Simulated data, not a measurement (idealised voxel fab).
This section sets out a process module, namely voxel capacitor over wiring.
225 nm wide, 5 nm square cells: that's cross-section cut.
In this document a cross-section is written as a grid of square cells. It is given as a series of bands, listed from the top down, and a band is one or more rows of cells.
Basically the band line says how high the top is and how high the bottom is, in nm, and then what's in it from left to right, every material with its width in nm. Empty space shows up as "blank", and if a single material carries "all across" it runs the full band edge to edge.
It should be noted that heights are counted from 0, beneath which the wafer as supplied is of one material throughout, and that the lowest band possesses no lower boundary but continues downward, as written in "from 0 down".
Graded width ("30 to 40"): value in top row of band = first number; value in bottom row = second number; row-to-row change constant.
Key: "nothing changed" - step with no changed cell in the cross-section.
Look at "Enclosed empty spaces" for the closed voids: empty spaces with no open path to the top, sized 8 cells or up. Each is width x height at distance, distance from the left edge, all nm.
Whatever follows a step's settings on its line is a remark the simulator itself makes about that step.
overlay nm: for a step with a mask, the amount by which the mask lay right of where it was planned; a negative amount means left of it.

-- Intended process steps
1 RECEIVE, material Si
2 CONFORMAL_DEP, material SiO2, thk nm 10
3 DIRECTIONAL_DEP, material TiN, thk nm 5
4 DIRECTIONAL_DEP, material Ru, thk nm 15
5 DIRECTIONAL_DEP, material aC, thk nm 10
6 PATTERN, tone cover, mask id METAL_1, material resist, width nm 30, pitch nm 80, thk nm 25, overlay nm 0
7 DIRECTIONAL_ETCH, etch materials aC, depth nm 10
8 STRIP, etch materials resist
9 DIRECTIONAL_ETCH, etch materials Ru, depth nm 15
10 DIRECTIONAL_ETCH, etch materials TiN, depth nm 5
11 STRIP, etch materials aC
12 CONFORMAL_DEP, material SiCN, thk nm 5
13 FILL_DEP, material lowk, thk nm 10
14 CMP, height nm 30
15 CONFORMAL_DEP, material SiCN, thk nm 5
16 DIRECTIONAL_DEP, material SiO2, thk nm 20
17 MASKED_ETCH, tone open, mask id PLUG_1, width nm 15, etch materials SiO2, depth nm 20, overlay nm 0
18 MASKED_ETCH, tone open, mask id PLUG_1, width nm 15, etch materials SiCN, depth nm 5, overlay nm 0
19 EPI, material Ru, thk nm 10
20 EPI, material Ru, thk nm 10
21 EPI, material Ru, thk nm 5
22 DIRECTIONAL_DEP, material TiN, thk nm 10
23 DIRECTIONAL_DEP, material Al2O3, thk nm 5
24 DIRECTIONAL_DEP, material TiN, thk nm 5
25 DIRECTIONAL_DEP, material aC, thk nm 10
26 PATTERN, tone cover, mask id UPPER_PLATE, material resist, width nm 55, thk nm 30, overlay nm 0
27 DIRECTIONAL_ETCH, etch materials aC, depth nm 10
28 STRIP, etch materials resist
29 DIRECTIONAL_ETCH, etch materials TiN, depth nm 5
30 DIRECTIONAL_ETCH, etch materials Al2O3, depth nm 5
31 STRIP, etch materials aC
32 PATTERN, tone cover, mask id LOWER_PLATE, material resist, width nm 65, thk nm 15, overlay nm 0
33 DIRECTIONAL_ETCH, etch materials TiN, depth nm 10
34 STRIP, etch materials resist
35 FILL_DEP, material SiO2, thk nm 20
36 CMP, height nm 90
37 PATTERN, tone open, mask id PLUG_2, material resist, width nm 15, thk nm 20, overlay nm 0
38 DIRECTIONAL_ETCH, etch materials SiO2, depth nm 15
39 STRIP, etch materials resist
40 CONFORMAL_DEP, material TiN, thk nm 5
41 FILL_DEP, material Cu, thk nm 10
42 CMP, height nm 90
43 CONFORMAL_DEP, material SiCN, thk nm 5

-- Incoming wafer, cross-sectional view, post step 1
    from 0 down = Si all across
    Enclosed empty spaces: none

-- The module was run from the start shown above using the plan shown above, but one mistake was made doing it; the resulting wafer cross-section is below
    from 95 to 90 = TiN all across
    from 90 to 80 = 80 SiO2, 5 TiN, 5 Cu, 5 TiN, 130 SiO2
    from 80 to 70 = 80 to 70 SiO2, 15 to 55 TiN, 130 to 100 SiO2
    from 70 to 65 = 70 SiO2, 55 Al2O3, 100 SiO2
    from 65 to 55 = 65 SiO2, 65 TiN, 95 SiO2
    from 55 to 35 = 70 SiO2, 15 Ru, 140 SiO2
    from 35 to 30 = 70 SiCN, 15 Ru, 140 SiCN
    from 30 to 15 = 50 lowk, 5 SiCN, 30 Ru, 5 SiCN, 40 lowk, 5 SiCN, 30 Ru, 5 SiCN, 55 lowk
    from 15 to 10 = 55 SiCN, 30 TiN, 50 SiCN, 30 TiN, 60 SiCN
    from 10 to 0 = SiO2 all across
    from 0 down = Si all across
    Enclosed empty spaces: none
Heads up, the wafer didn't run the way we planned it: planned and actual differ for step 43; actual: CONFORMAL_DEP, material TiN, thk nm 5
